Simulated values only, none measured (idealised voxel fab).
Process module, titled voxel wiring stack
The cross-section shown here is cut; it is 265 nm wide and divided into square cells measuring 5 nm on a side.
Cross-section spec: square-cell grid; bands listed top down; each band is one or more rows. Basically the band line says how high the top is and how high the bottom is, in nm, and then what's in it from left to right, every material with its width in nm. Empty space shows up as "blank", and if a single material carries "edge to edge" it runs the full band edge to edge. For the purposes of this specification, 0 denotes the height below which the wafer in its as-received condition is composed wholly of one material, and the lowermost band, lacking a lower limit, extends downward without end, as expressed in "z 0 and below". A width given as "30..40" starts at the first number in the band's top row and ends at the second number in its bottom row, shifting by an equal amount at every step from row to row. Given "no change" for a step, no cell of the cross-section differs between before and after that step. Trapped voids: empty space of 8 cells or more with no open way to the top, each as width x height at its distance from the left edge, in nm. Note: text after step settings on the step line = simulator remark on that step. Regarding "overlay nm": on a step with a mask, it is the distance the mask lay to the right of its planned place; a negative value places it to the left.
[The following list gives the planned process steps]
1,RECEIVE: material Si
2,CONFORMAL_DEP: material SiO2, thk nm 10
3,CONFORMAL_DEP: material SiN, thk nm 5
4,DIRECTIONAL_DEP: material lowk, thk nm 25
5,MASKED_ETCH: tone open, mask id METAL_1, width nm 20, pitch nm 40, etch materials lowk, depth nm 25, overlay nm 0
6,MASKED_ETCH: tone open, mask id METAL_1, width nm 20, pitch nm 40, etch materials SiN, depth nm 5, overlay nm 0
7,CONFORMAL_DEP: material TiN, thk nm 5
8,FILL_DEP: material W, thk nm 10
9,CMP: height nm 40
10,CONFORMAL_DEP: material SiCN, thk nm 5
11,DIRECTIONAL_DEP: material lowk, thk nm 20
12,PATTERN: tone open, mask id PLUG_1, material resist, width nm 15, thk nm 20, overlay nm 0
13,DIRECTIONAL_ETCH: etch materials lowk, depth nm 20
14,DIRECTIONAL_ETCH: etch materials SiCN, depth nm 5
15,STRIP: etch materials resist
16,EPI: material Ru, thk nm 10
17,EPI: material Ru, thk nm 10
18,EPI: material Ru, thk nm 5
19,DIRECTIONAL_DEP: material TiN, thk nm 5
20,DIRECTIONAL_DEP: material Ru, thk nm 15
21,PATTERN: tone cover, mask id METAL_2, material resist, width nm 20, pitch nm 40, thk nm 15, overlay nm 0
22,DIRECTIONAL_ETCH: etch materials Ru, depth nm 15
23,DIRECTIONAL_ETCH: etch materials TiN, depth nm 5
24,STRIP: etch materials resist
25,CONFORMAL_DEP: material SiN, thk nm 5
26,FILL_DEP: material SiO2, thk nm 10
27,CMP: height nm 85
28,CONFORMAL_DEP: material SiCN, thk nm 5
29,DIRECTIONAL_DEP: material lowk, thk nm 15
30,PATTERN: tone open, mask id PLUG_2, material resist, width nm 15, pitch nm 40, thk nm 15, overlay nm 0
31,DIRECTIONAL_ETCH: etch materials lowk, depth nm 15
32,DIRECTIONAL_ETCH: etch materials SiCN, depth nm 5
33,STRIP: etch materials resist
34,EPI: material Ru, thk nm 10
35,EPI: material Ru, thk nm 10
36,DIRECTIONAL_DEP: material TiN, thk nm 5
37,DIRECTIONAL_DEP: material W, thk nm 25
38,DIRECTIONAL_DEP: material aC, thk nm 10
39,PATTERN: tone cover, mask id METAL_3, material resist, width nm 20, pitch nm 40, thk nm 30, overlay nm 0
40,DIRECTIONAL_ETCH: etch materials aC, depth nm 10
41,STRIP: etch materials resist
42,DIRECTIONAL_ETCH: etch materials W, depth nm 25
43,DIRECTIONAL_ETCH: etch materials TiN, depth nm 5
44,STRIP: etch materials aC
45,FILL_DEP: material SiO2, thk nm 10
46,CMP: height nm 135
47,CONFORMAL_DEP: material SiCN, thk nm 5
[On the first of the two wafers: run conducted according to plan]
[as received, after step 1]
- z 0 and below = Si edge to edge
- Trapped voids: none
[Step 2 complete: cross-section through the wafer]
- z 10 to 0 = SiO2 edge to edge
- below 0: unchanged
[Step 3 complete: cross-section through the wafer]
- z 15 to 10 = SiN edge to edge
- below 10: unchanged
[Step 4 complete: cross-section through the wafer]
- z 40 to 15 = lowk edge to edge
- below 15: unchanged
[Step 5 complete: cross-section through the wafer]
- z 40 to 15 = lowk (100) | blank (20) | lowk (20) | blank (20) | lowk (105)
- below 15: unchanged
[Step 6 complete: cross-section through the wafer]
- z 40 to 15 = lowk (100) | blank (20) | lowk (20) | blank (20) | lowk (105)
- z 15 to 10 = SiN (100) | blank (20) | SiN (20) | blank (20) | SiN (105)
- below 10: unchanged
[Step 7 complete: cross-section through the wafer]
- z 45 to 40 = TiN (105) | blank (10) | TiN (30) | blank (10) | TiN (110)
- z 40 to 15 = lowk (100) | TiN (5) | blank (10) | TiN (5) | lowk (20) | TiN (5) | blank (10) | TiN (5) | lowk (105)
- z 15 to 10 = SiN (100) | TiN (20) | SiN (20) | TiN (20) | SiN (105)
- below 10: unchanged
[Step 8 complete: cross-section through the wafer]
- z 55 to 45 = W edge to edge
- z 45 to 40 = TiN (105) | W (10) | TiN (30) | W (10) | TiN (110)
- z 40 to 15 = lowk (100) | TiN (5) | W (10) | TiN (5) | lowk (20) | TiN (5) | W (10) | TiN (5) | lowk (105)
- below 15: unchanged
[Step 9 complete: cross-section through the wafer]
- z 40 to 15 = lowk (100) | TiN (5) | W (10) | TiN (5) | lowk (20) | TiN (5) | W (10) | TiN (5) | lowk (105)
- below 15: unchanged
[Step 10 complete: cross-section through the wafer]
- z 45 to 40 = SiCN edge to edge
- below 40: unchanged
[Step 11 complete: cross-section through the wafer]
- z 65 to 45 = lowk edge to edge
- below 45: unchanged
[Step 12 complete: cross-section through the wafer]
- z 85 to 65 = resist (100) | blank (15) | resist (150)
- below 65: unchanged
[Step 13 complete: cross-section through the wafer]
- z 85 to 65 = resist (100) | blank (15) | resist (150)
- z 65 to 45 = lowk (100) | blank (15) | lowk (150)
- below 45: unchanged
[Step 14 complete: cross-section through the wafer]
- z 85 to 65 = resist (100) | blank (15) | resist (150)
- z 65 to 45 = lowk (100) | blank (15) | lowk (150)
- z 45 to 40 = SiCN (100) | blank (15) | SiCN (150)
- below 40: unchanged
[Step 15 complete: cross-section through the wafer]
- z 65 to 45 = lowk (100) | blank (15) | lowk (150)
- below 45: unchanged
[Step 16 complete: cross-section through the wafer]
- z 65 to 50 = lowk (100) | blank (15) | lowk (150)
- z 50 to 45 = lowk (100) | Ru (15) | lowk (150)
- z 45 to 40 = SiCN (100) | Ru (15) | SiCN (150)
- below 40: unchanged
[Step 17 complete: cross-section through the wafer]
- z 65 to 60 = lowk (100) | blank (15) | lowk (150)
- z 60 to 45 = lowk (100) | Ru (15) | lowk (150)
- below 45: unchanged
[Step 18 complete: cross-section through the wafer]
- z 65 to 45 = lowk (100) | Ru (15) | lowk (150)
- below 45: unchanged
[Step 19 complete: cross-section through the wafer]
- z 70 to 65 = TiN edge to edge
- below 65: unchanged
[Step 20 complete: cross-section through the wafer]
- z 85 to 70 = Ru edge to edge
- below 70: unchanged
[Step 21 complete: cross-section through the wafer]
- z 100 to 85 = blank (100) | resist (20) | blank (20) | resist (20) | blank (105)
- below 85: unchanged
[Step 22 complete: cross-section through the wafer]
- z 100 to 85 = blank (100) | resist (20) | blank (20) | resist (20) | blank (105)
- z 85 to 70 = blank (100) | Ru (20) | blank (20) | Ru (20) | blank (105)
- below 70: unchanged
[Step 23 complete: cross-section through the wafer]
- z 100 to 85 = blank (100) | resist (20) | blank (20) | resist (20) | blank (105)
- z 85 to 70 = blank (100) | Ru (20) | blank (20) | Ru (20) | blank (105)
- z 70 to 65 = blank (100) | TiN (20) | blank (20) | TiN (20) | blank (105)
- below 65: unchanged
[Step 24 complete: cross-section through the wafer]
- z 85 to 70 = blank (100) | Ru (20) | blank (20) | Ru (20) | blank (105)
- below 70: unchanged
[Step 25 complete: cross-section through the wafer]
- z 90 to 85 = blank (95) | SiN (30) | blank (10) | SiN (30) | blank (100)
- z 85 to 70 = blank (95) | SiN (5) | Ru (20) | SiN (5) | blank (10) | SiN (5) | Ru (20) | SiN (5) | blank (100)
- z 70 to 65 = SiN (100) | TiN (20) | SiN (20) | TiN (20) | SiN (105)
- below 65: unchanged
[Step 26 complete: cross-section through the wafer]
- z 100 to 90 = SiO2 edge to edge
- z 90 to 85 = SiO2 (95) | SiN (30) | SiO2 (10) | SiN (30) | SiO2 (100)
- z 85 to 70 = SiO2 (95) | SiN (5) | Ru (20) | SiN (5) | SiO2 (10) | SiN (5) | Ru (20) | SiN (5) | SiO2 (100)
- below 70: unchanged
[Step 27 complete: cross-section through the wafer]
- z 85 to 70 = SiO2 (95) | SiN (5) | Ru (20) | SiN (5) | SiO2 (10) | SiN (5) | Ru (20) | SiN (5) | SiO2 (100)
- below 70: unchanged
[Step 28 complete: cross-section through the wafer]
- z 90 to 85 = SiCN edge to edge
- below 85: unchanged
[Step 29 complete: cross-section through the wafer]
- z 105 to 90 = lowk edge to edge
- below 90: unchanged
[Step 30 complete: cross-section through the wafer]
- z 120 to 105 = resist (100) | blank (15) | resist (25) | blank (15) | resist (110)
- below 105: unchanged
[Step 31 complete: cross-section through the wafer]
- z 120 to 105 = resist (100) | blank (15) | resist (25) | blank (15) | resist (110)
- z 105 to 90 = lowk (100) | blank (15) | lowk (25) | blank (15) | lowk (110)
- below 90: unchanged
[Step 32 complete: cross-section through the wafer]
- z 120 to 105 = resist (100) | blank (15) | resist (25) | blank (15) | resist (110)
- z 105 to 90 = lowk (100) | blank (15) | lowk (25) | blank (15) | lowk (110)
- z 90 to 85 = SiCN (100) | blank (15) | SiCN (25) | blank (15) | SiCN (110)
- below 85: unchanged
[Step 33 complete: cross-section through the wafer]
- z 105 to 90 = lowk (100) | blank (15) | lowk (25) | blank (15) | lowk (110)
- below 90: unchanged
[Step 34 complete: cross-section through the wafer]
- z 105 to 95 = lowk (100) | blank (15) | lowk (25) | blank (15) | lowk (110)
- z 95 to 90 = lowk (100) | Ru (15) | lowk (25) | Ru (15) | lowk (110)
- z 90 to 85 = SiCN (100) | Ru (15) | SiCN (25) | Ru (15) | SiCN (110)
- below 85: unchanged
[Step 35 complete: cross-section through the wafer]
- z 105 to 90 = lowk (100) | Ru (15) | lowk (25) | Ru (15) | lowk (110)
- below 90: unchanged
[Step 36 complete: cross-section through the wafer]
- z 110 to 105 = TiN edge to edge
- below 105: unchanged
[Step 37 complete: cross-section through the wafer]
- z 135 to 110 = W edge to edge
- below 110: unchanged
[Step 38 complete: cross-section through the wafer]
- z 145 to 135 = aC edge to edge
- below 135: unchanged
[Step 39 complete: cross-section through the wafer]
- z 175 to 145 = blank (100) | resist (20) | blank (20) | resist (20) | blank (105)
- below 145: unchanged
[Step 40 complete: cross-section through the wafer]
- z 165 to 145 = blank (100) | resist (20) | blank (20) | resist (20) | blank (105)
- z 145 to 135 = blank (100) | aC (20) | blank (20) | aC (20) | blank (105)
- below 135: unchanged
[Step 41 complete: cross-section through the wafer]
- z 145 to 135 = blank (100) | aC (20) | blank (20) | aC (20) | blank (105)
- below 135: unchanged
[Step 42 complete: cross-section through the wafer]
- z 145 to 135 = blank (100) | aC (20) | blank (20) | aC (20) | blank (105)
- z 135 to 110 = blank (100) | W (20) | blank (20) | W (20) | blank (105)
- below 110: unchanged
[Step 43 complete: cross-section through the wafer]
- z 145 to 135 = blank (100) | aC (20) | blank (20) | aC (20) | blank (105)
- z 135 to 110 = blank (100) | W (20) | blank (20) | W (20) | blank (105)
- z 110 to 105 = blank (100) | TiN (20) | blank (20) | TiN (20) | blank (105)
- below 105: unchanged
[Step 44 complete: cross-section through the wafer]
- z 135 to 110 = blank (100) | W (20) | blank (20) | W (20) | blank (105)
- below 110: unchanged
[Step 45 complete: cross-section through the wafer]
- z 145 to 135 = SiO2 edge to edge
- z 135 to 110 = SiO2 (100) | W (20) | SiO2 (20) | W (20) | SiO2 (105)
- z 110 to 105 = SiO2 (100) | TiN (20) | SiO2 (20) | TiN (20) | SiO2 (105)
- below 105: unchanged
[Step 46 complete: cross-section through the wafer]
- z 135 to 110 = SiO2 (100) | W (20) | SiO2 (20) | W (20) | SiO2 (105)
- below 110: unchanged
[Step 47 complete: cross-section through the wafer]
- z 140 to 135 = SiCN edge to edge
- below 135: unchanged
[Wafer two of the pair: same origin, same plan, one error during the run; identical to wafer one up to and including step 1]
[Second wafer, cross-section, planned end of step 2]
- z 15 to 0 = SiO2 edge to edge
- below 0: unchanged
[Second wafer, cross-section, planned end of step 3]
- z 20 to 15 = SiN edge to edge
- below 15: unchanged
[Second wafer, cross-section, planned end of step 4]
- z 45 to 20 = lowk edge to edge
- below 20: unchanged
[Second wafer, cross-section, planned end of step 5]
- z 45 to 20 = lowk (100) | blank (20) | lowk (20) | blank (20) | lowk (105)
- below 20: unchanged
[Second wafer, cross-section, planned end of step 6]
- z 45 to 20 = lowk (100) | blank (20) | lowk (20) | blank (20) | lowk (105)
- z 20 to 15 = SiN (100) | blank (20) | SiN (20) | blank (20) | SiN (105)
- below 15: unchanged
[Second wafer, cross-section, planned end of step 7]
- z 50 to 45 = TiN (105) | blank (10) | TiN (30) | blank (10) | TiN (110)
- z 45 to 20 = lowk (100) | TiN (5) | blank (10) | TiN (5) | lowk (20) | TiN (5) | blank (10) | TiN (5) | lowk (105)
- z 20 to 15 = SiN (100) | TiN (20) | SiN (20) | TiN (20) | SiN (105)
- below 15: unchanged
[Second wafer, cross-section, planned end of step 8]
- z 60 to 50 = W edge to edge
- z 50 to 45 = TiN (105) | W (10) | TiN (30) | W (10) | TiN (110)
- z 45 to 20 = lowk (100) | TiN (5) | W (10) | TiN (5) | lowk (20) | TiN (5) | W (10) | TiN (5) | lowk (105)
- below 20: unchanged
[Second wafer, cross-section, planned end of step 9]
- z 40 to 20 = lowk (100) | TiN (5) | W (10) | TiN (5) | lowk (20) | TiN (5) | W (10) | TiN (5) | lowk (105)
- below 20: unchanged
[Second wafer, cross-section, planned end of step 10]
- z 45 to 40 = SiCN edge to edge
- below 40: unchanged
[Second wafer, cross-section, planned end of step 11]
- z 65 to 45 = lowk edge to edge
- below 45: unchanged
[Second wafer, cross-section, planned end of step 12]
- z 85 to 65 = resist (100) | blank (15) | resist (150)
- below 65: unchanged
[Second wafer, cross-section, planned end of step 13]
- z 85 to 65 = resist (100) | blank (15) | resist (150)
- z 65 to 45 = lowk (100) | blank (15) | lowk (150)
- below 45: unchanged
[Second wafer, cross-section, planned end of step 14]
- z 85 to 65 = resist (100) | blank (15) | resist (150)
- z 65 to 45 = lowk (100) | blank (15) | lowk (150)
- z 45 to 40 = SiCN (100) | blank (15) | SiCN (150)
- below 40: unchanged
[Second wafer, cross-section, planned end of step 15]
- z 65 to 45 = lowk (100) | blank (15) | lowk (150)
- below 45: unchanged
[Second wafer, cross-section, planned end of step 16]
- z 65 to 50 = lowk (100) | blank (15) | lowk (150)
- z 50 to 45 = lowk (100) | Ru (15) | lowk (150)
- z 45 to 40 = SiCN (100) | Ru (15) | SiCN (150)
- below 40: unchanged
[Second wafer, cross-section, planned end of step 17]
- z 65 to 60 = lowk (100) | blank (15) | lowk (150)
- z 60 to 45 = lowk (100) | Ru (15) | lowk (150)
- below 45: unchanged
[Second wafer, cross-section, planned end of step 18]
- z 65 to 45 = lowk (100) | Ru (15) | lowk (150)
- below 45: unchanged
[Second wafer, cross-section, planned end of step 19]
- z 70 to 65 = TiN edge to edge
- below 65: unchanged
[Second wafer, cross-section, planned end of step 20]
- z 85 to 70 = Ru edge to edge
- below 70: unchanged
[Second wafer, cross-section, planned end of step 21]
- z 100 to 85 = blank (100) | resist (20) | blank (20) | resist (20) | blank (105)
- below 85: unchanged
[Second wafer, cross-section, planned end of step 22]
- z 100 to 85 = blank (100) | resist (20) | blank (20) | resist (20) | blank (105)
- z 85 to 70 = blank (100) | Ru (20) | blank (20) | Ru (20) | blank (105)
- below 70: unchanged
[Second wafer, cross-section, planned end of step 23]
- z 100 to 85 = blank (100) | resist (20) | blank (20) | resist (20) | blank (105)
- z 85 to 70 = blank (100) | Ru (20) | blank (20) | Ru (20) | blank (105)
- z 70 to 65 = blank (100) | TiN (20) | blank (20) | TiN (20) | blank (105)
- below 65: unchanged
[Second wafer, cross-section, planned end of step 24]
- z 85 to 70 = blank (100) | Ru (20) | blank (20) | Ru (20) | blank (105)
- below 70: unchanged
[Second wafer, cross-section, planned end of step 25]
- z 90 to 85 = blank (95) | SiN (30) | blank (10) | SiN (30) | blank (100)
- z 85 to 70 = blank (95) | SiN (5) | Ru (20) | SiN (5) | blank (10) | SiN (5) | Ru (20) | SiN (5) | blank (100)
- z 70 to 65 = SiN (100) | TiN (20) | SiN (20) | TiN (20) | SiN (105)
- below 65: unchanged
[Second wafer, cross-section, planned end of step 26]
- z 100 to 90 = SiO2 edge to edge
- z 90 to 85 = SiO2 (95) | SiN (30) | SiO2 (10) | SiN (30) | SiO2 (100)
- z 85 to 70 = SiO2 (95) | SiN (5) | Ru (20) | SiN (5) | SiO2 (10) | SiN (5) | Ru (20) | SiN (5) | SiO2 (100)
- below 70: unchanged
[Second wafer, cross-section, planned end of step 27]
- z 85 to 70 = SiO2 (95) | SiN (5) | Ru (20) | SiN (5) | SiO2 (10) | SiN (5) | Ru (20) | SiN (5) | SiO2 (100)
- below 70: unchanged
[Second wafer, cross-section, planned end of step 28]
- z 90 to 85 = SiCN edge to edge
- below 85: unchanged
[Second wafer, cross-section, planned end of step 29]
- z 105 to 90 = lowk edge to edge
- below 90: unchanged
[Second wafer, cross-section, planned end of step 30]
- z 120 to 105 = resist (100) | blank (15) | resist (25) | blank (15) | resist (110)
- below 105: unchanged
[Second wafer, cross-section, planned end of step 31]
- z 120 to 105 = resist (100) | blank (15) | resist (25) | blank (15) | resist (110)
- z 105 to 90 = lowk (100) | blank (15) | lowk (25) | blank (15) | lowk (110)
- below 90: unchanged
[Second wafer, cross-section, planned end of step 32]
- z 120 to 105 = resist (100) | blank (15) | resist (25) | blank (15) | resist (110)
- z 105 to 90 = lowk (100) | blank (15) | lowk (25) | blank (15) | lowk (110)
- z 90 to 85 = SiCN (100) | blank (15) | SiCN (25) | blank (15) | SiCN (110)
- below 85: unchanged
[Second wafer, cross-section, planned end of step 33]
- z 105 to 90 = lowk (100) | blank (15) | lowk (25) | blank (15) | lowk (110)
- below 90: unchanged
[Second wafer, cross-section, planned end of step 34]
- z 105 to 95 = lowk (100) | blank (15) | lowk (25) | blank (15) | lowk (110)
- z 95 to 90 = lowk (100) | Ru (15) | lowk (25) | Ru (15) | lowk (110)
- z 90 to 85 = SiCN (100) | Ru (15) | SiCN (25) | Ru (15) | SiCN (110)
- below 85: unchanged
[Second wafer, cross-section, planned end of step 35]
- z 105 to 90 = lowk (100) | Ru (15) | lowk (25) | Ru (15) | lowk (110)
- below 90: unchanged
[Second wafer, cross-section, planned end of step 36]
- z 110 to 105 = TiN edge to edge
- below 105: unchanged
[Second wafer, cross-section, planned end of step 37]
- z 135 to 110 = W edge to edge
- below 110: unchanged
[Second wafer, cross-section, planned end of step 38]
- z 145 to 135 = aC edge to edge
- below 135: unchanged
[Second wafer, cross-section, planned end of step 39]
- z 175 to 145 = blank (100) | resist (20) | blank (20) | resist (20) | blank (105)
- below 145: unchanged
[Second wafer, cross-section, planned end of step 40]
- z 165 to 145 = blank (100) | resist (20) | blank (20) | resist (20) | blank (105)
- z 145 to 135 = blank (100) | aC (20) | blank (20) | aC (20) | blank (105)
- below 135: unchanged
[Second wafer, cross-section, planned end of step 41]
- z 145 to 135 = blank (100) | aC (20) | blank (20) | aC (20) | blank (105)
- below 135: unchanged
[Second wafer, cross-section, planned end of step 42]
- z 145 to 135 = blank (100) | aC (20) | blank (20) | aC (20) | blank (105)
- z 135 to 110 = blank (100) | W (20) | blank (20) | W (20) | blank (105)
- below 110: unchanged
[Second wafer, cross-section, planned end of step 43]
- z 145 to 135 = blank (100) | aC (20) | blank (20) | aC (20) | blank (105)
- z 135 to 110 = blank (100) | W (20) | blank (20) | W (20) | blank (105)
- z 110 to 105 = blank (100) | TiN (20) | blank (20) | TiN (20) | blank (105)
- below 105: unchanged
[Second wafer, cross-section, planned end of step 44]
- z 135 to 110 = blank (100) | W (20) | blank (20) | W (20) | blank (105)
- below 110: unchanged
[Second wafer, cross-section, planned end of step 45]
- z 145 to 135 = SiO2 edge to edge
- z 135 to 110 = SiO2 (100) | W (20) | SiO2 (20) | W (20) | SiO2 (105)
- z 110 to 105 = SiO2 (100) | TiN (20) | SiO2 (20) | TiN (20) | SiO2 (105)
- below 105: unchanged
[Second wafer, cross-section, planned end of step 46]
- z 135 to 110 = SiO2 (100) | W (20) | SiO2 (20) | W (20) | SiO2 (105)
- below 110: unchanged
[Second wafer, cross-section, planned end of step 47]
- z 140 to 135 = SiCN edge to edge
- below 135: unchanged
Plan not followed: so step 2 ended up running with a different setting than we planned, it ran as CONFORMAL_DEP: material SiO2, thk nm 15
Upon completion, the second wafer contains, in terms of cells, a greater or smaller amount of certain materials than the first wafer: 53 more of SiO2, 4 fewer of TiN, 4 fewer of W, 45 fewer of lowk
